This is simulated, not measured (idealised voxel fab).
process module | voxel ribs on slabs
cross-section cut | 290 nm wide | cells 5 nm
A cross-section is a grid of square cells, given in bands from the top down. A band is one or more rows of cells.
Each band's line starts with the height of the band's top and of its bottom, in nm. Then come its materials from left to right, each with its width in nm. One material with "throughout" fills the band from edge to edge. "air" is empty space.
Height 0 is the level under which the wafer as received is all one material. The lowest band goes on downwards, as in "0 down".
A width such as "30 to 40" changes by the same amount from each row of cells to the next, from the band's top row to its bottom row.
"no change" after a step means that no cell of the cross-section changed.
closed voids: empty space of 8 cells or more with no open way to the top, each as width x height at its distance from the left edge, in nm
after a step's settings: what the simulator itself notes on the step
overlay nm, on a step with a mask: how far to the right of its planned place the mask lay; to the left if negative
plan
1 op RECEIVE | material Si
2 op DIRECTIONAL_DEP | material SiO2 | thk nm 20
3 op DIRECTIONAL_DEP | material SiN | thk nm 15
4 op PATTERN | tone cover | mask id RIB | material resist | width nm 30 | thk nm 20 | overlay nm 0
5 op DIRECTIONAL_ETCH | etch materials SiN | depth nm 10
6 op STRIP | etch materials resist
7 op PATTERN | tone cover | mask id SLAB | material resist | width nm 60 | thk nm 20 | overlay nm 0
8 op DIRECTIONAL_ETCH | etch materials SiN | depth nm 5
9 op STRIP | etch materials resist
10 op FILL_DEP | material SiO2 | thk nm 25
11 op CMP | height nm 55
12 op DIRECTIONAL_DEP | material TiN | thk nm 5
13 op DIRECTIONAL_DEP | material aC | thk nm 15
14 op PATTERN | tone cover | mask id HEATER | material resist | width nm 40 | thk nm 30 | overlay nm 0
15 op DIRECTIONAL_ETCH | etch materials aC | depth nm 15
16 op STRIP | etch materials resist
17 op DIRECTIONAL_ETCH | etch materials TiN | depth nm 5
18 op STRIP | etch materials aC
19 op CONFORMAL_DEP | material SiN | thk nm 5
as received, after step 1
  0 down: Si throughout
  closed voids: none
a wafer at the end: this start, this plan, one mistake
  65 to 60: air 120 | SiN 50 | air 120
  60 to 55: SiN 125 | TiN 40 | SiN 125
  55 to 35: SiO2 throughout
  35 to 25: SiO2 130 | SiN 30 | SiO2 130
  25 to 20: SiO2 110 | SiN 70 | SiO2 110
  20 to 0: SiO2 throughout
  0 down: Si throughout
  closed voids: none
what went wrong: step 7 ran as: op PATTERN | tone cover | mask id SLAB | material resist | width nm 70 | thk nm 20 | overlay nm 0
